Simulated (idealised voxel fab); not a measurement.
process module | voxel wiring stack
cross-section cut | 265 nm wide | cells 5 nm
A cross-section is a grid of square cells, given in bands from the top down. A band is one or more rows of cells.
Each band's line starts with the height of the band's top and of its bottom, in nm. Then come its materials from left to right, each with its width in nm. One material with "throughout" fills the band from edge to edge. "air" is empty space.
Height 0 is the level under which the wafer as received is all one material. The lowest band goes on downwards, as in "0 down".
A width such as "30 to 40" changes by the same amount from each row of cells to the next, from the band's top row to its bottom row.
"no change" after a step means that no cell of the cross-section changed.
closed voids: empty space of 8 cells or more with no open way to the top, each as width x height at its distance from the left edge, in nm
after a step's settings: what the simulator itself notes on the step
overlay nm, on a step with a mask: how far to the right of its planned place the mask lay; to the left if negative
plan
1 op RECEIVE | material Si
2 op CONFORMAL_DEP | material SiO2 | thk nm 10
3 op DIRECTIONAL_DEP | material TiN | thk nm 5
4 op DIRECTIONAL_DEP | material W | thk nm 25
5 op PATTERN | tone cover | mask id METAL_1 | material resist | width nm 30 | pitch nm 55 | thk nm 15 | overlay nm 0
6 op DIRECTIONAL_ETCH | etch materials W | depth nm 25
7 op DIRECTIONAL_ETCH | etch materials TiN | depth nm 5
8 op STRIP | etch materials resist
9 op FILL_DEP | material SiO2 | thk nm 10
10 op CMP | height nm 40
11 op CONFORMAL_DEP | material SiCN | thk nm 5
12 op DIRECTIONAL_DEP | material SiO2 | thk nm 30
13 op PATTERN | tone open | mask id METAL_2_HOLES | material resist | width nm 15 | pitch nm 55 | thk nm 20 | overlay nm 0
14 op DIRECTIONAL_ETCH | etch materials SiO2 | depth nm 30
15 op STRIP | etch materials resist
16 op DIRECTIONAL_DEP | material aC | thk nm 15
17 op PATTERN | tone open | mask id METAL_2 | material resist | width nm 30 | pitch nm 55 | thk nm 35 | overlay nm 0
18 op DIRECTIONAL_ETCH | etch materials aC | depth nm 15
19 op STRIP | etch materials resist
20 op DIRECTIONAL_ETCH | etch materials SiO2 | depth nm 20
21 op DIRECTIONAL_ETCH | etch materials SiCN | depth nm 5
22 op STRIP | etch materials aC
23 op CONFORMAL_DEP | material TiN | thk nm 5
24 op FILL_DEP | material Ru | thk nm 5
25 op CMP | height nm 75
26 op CONFORMAL_DEP | material SiCN | thk nm 5
27 op DIRECTIONAL_DEP | material lowk | thk nm 10
28 op MASKED_ETCH | tone open | mask id PLUG_2 | width nm 15 | pitch nm 110 | etch materials lowk | depth nm 10 | overlay nm 0
29 op MASKED_ETCH | tone open | mask id PLUG_2 | width nm 15 | pitch nm 110 | etch materials SiCN | depth nm 5 | overlay nm 0
30 op CONFORMAL_DEP | material TiN | thk nm 5
31 op FILL_DEP | material Cu | thk nm 10
32 op CMP | height nm 90
33 op DIRECTIONAL_DEP | material TiN | thk nm 5
34 op DIRECTIONAL_DEP | material Ru | thk nm 25
35 op MASKED_ETCH | tone cover | mask id METAL_3 | width nm 30 | pitch nm 55 | etch materials Ru | depth nm 25 | overlay nm 0
36 op MASKED_ETCH | tone cover | mask id METAL_3 | width nm 30 | pitch nm 55 | etch materials TiN | depth nm 5 | overlay nm 0
37 op CONFORMAL_DEP | material SiN | thk nm 5
38 op FILL_DEP | material lowk | thk nm 5
39 op CMP | height nm 120
40 op CONFORMAL_DEP | material SiN | thk nm 5
as received, after step 1
  0 down: Si throughout
  closed voids: none
a wafer at the end: this start, this plan, one mistake
  125 to 120: SiN throughout
  120 to 95: lowk 30 | SiN 5 | Ru 30 | SiN 5 | lowk 15 | SiN 5 | Ru 30 | SiN 5 | lowk 15 | SiN 5 | Ru 30 | SiN 5 | lowk 15 | SiN 5 | Ru 30 | SiN 5 | lowk 30
  95 to 90: SiN 35 | TiN 30 | SiN 25 | TiN 30 | SiN 25 | TiN 30 | SiN 25 | TiN 30 | SiN 35
  90 to 80: lowk 35 | TiN 5 | Cu 5 | TiN 5 | lowk 95 | TiN 5 | Cu 5 | TiN 5 | lowk 105
  80 to 75: SiCN 35 | TiN 15 | SiCN 95 | TiN 15 | SiCN 105
  75 to 60: SiO2 35 | TiN 5 | Ru 25 | TiN 5 | SiO2 20 | TiN 5 | Ru 25 | TiN 5 | SiO2 20 | TiN 5 | Ru 25 | TiN 5 | SiO2 20 | TiN 5 | Ru 25 | TiN 5 | SiO2 30
  60 to 55: SiO2 35 | TiN 5 | Ru 5 | TiN 25 | SiO2 20 | TiN 5 | Ru 5 | TiN 25 | SiO2 20 | TiN 5 | Ru 5 | TiN 25 | SiO2 20 | TiN 5 | Ru 5 | TiN 25 | SiO2 30
  55 to 45: SiO2 35 | TiN 5 | Ru 5 | TiN 5 | SiO2 40 | TiN 5 | Ru 5 | TiN 5 | SiO2 40 | TiN 5 | Ru 5 | TiN 5 | SiO2 40 | TiN 5 | Ru 5 | TiN 5 | SiO2 50
  45 to 40: SiCN 35 | TiN 15 | SiCN 40 | TiN 15 | SiCN 40 | TiN 15 | SiCN 40 | TiN 15 | SiCN 50
  40 to 15: SiO2 35 | W 30 | SiO2 25 | W 30 | SiO2 25 | W 30 | SiO2 25 | W 30 | SiO2 35
  15 to 10: SiO2 35 | TiN 30 | SiO2 25 | TiN 30 | SiO2 25 | TiN 30 | SiO2 25 | TiN 30 | SiO2 35
  10 to 0: SiO2 throughout
  0 down: Si throughout
  closed voids: none
what went wrong: step 17 ran as: op PATTERN | tone open | mask id METAL_2 | material resist | width nm 35 | pitch nm 55 | thk nm 35 | overlay nm 0
